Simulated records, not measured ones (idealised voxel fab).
The document below concerns the process module designated voxel plated lines.
It is cross-section cut that appears here, measuring 245 nm in width, its square cells being 5 nm in size.
The cross-sections in this document take the form of a grid made of square cells. They are written out as bands, in order from top to bottom. Each band consists of one or more rows of cells.
Heads up on the band format: heights come first, top then bottom, in nm. After that it's the materials left to right, each with its width in nm. A single material flagged "all across" fills the whole band edge to edge, and "blank" means there's empty space there.
Basically, 0 is our baseline, since under it the wafer straight out of the box is all one material. The bottom band has no lower end and keeps on going down, so it looks like "0..down".
Width spec "30->40" -> top row of cells at first value, bottom row at second value, equal per-row change in between.
No cell of the cross-section changed in a step that is given as "remained the same".
If an empty space has no open way to the top and is at least 8 cells in size, "Closed-off voids" lists it, written width x height at distance, where distance is measured from the left edge and every value is in nm.
after a step's settings: what the simulator itself notes on the step
overlay nm, on a step with a mask: how far to the right of its planned place the mask lay; to the left if negative
The following list gives the planned process steps:
1,RECEIVE with material Si
2,CONFORMAL_DEP with material SiN, thk nm 15
3,DIRECTIONAL_DEP with material TiN, thk nm 5
4,PATTERN with tone open, mask id LINES, material resist, width nm 20, pitch nm 45, thk nm 15, overlay nm 0
5,EPI with material Ru, thk nm 10
6,STRIP with etch materials resist
7,DIRECTIONAL_ETCH with etch materials TiN, depth nm 5
8,CONFORMAL_DEP with material SiO2, thk nm 5
Wafer cross-section on receipt, i.e. after step 1:
	0..down | Si all across
	Closed-off voids: none
End-of-module cross-section. Starting structure and process plan as above; one mistake made in running it:
	25..20 | SiO2 all across
	20..5 | SiN all across
	5..0 | TiN all across
	0..down | Si all across
	Closed-off voids: none
what went wrong: ran 2 and 3 in swapped order versus the plan
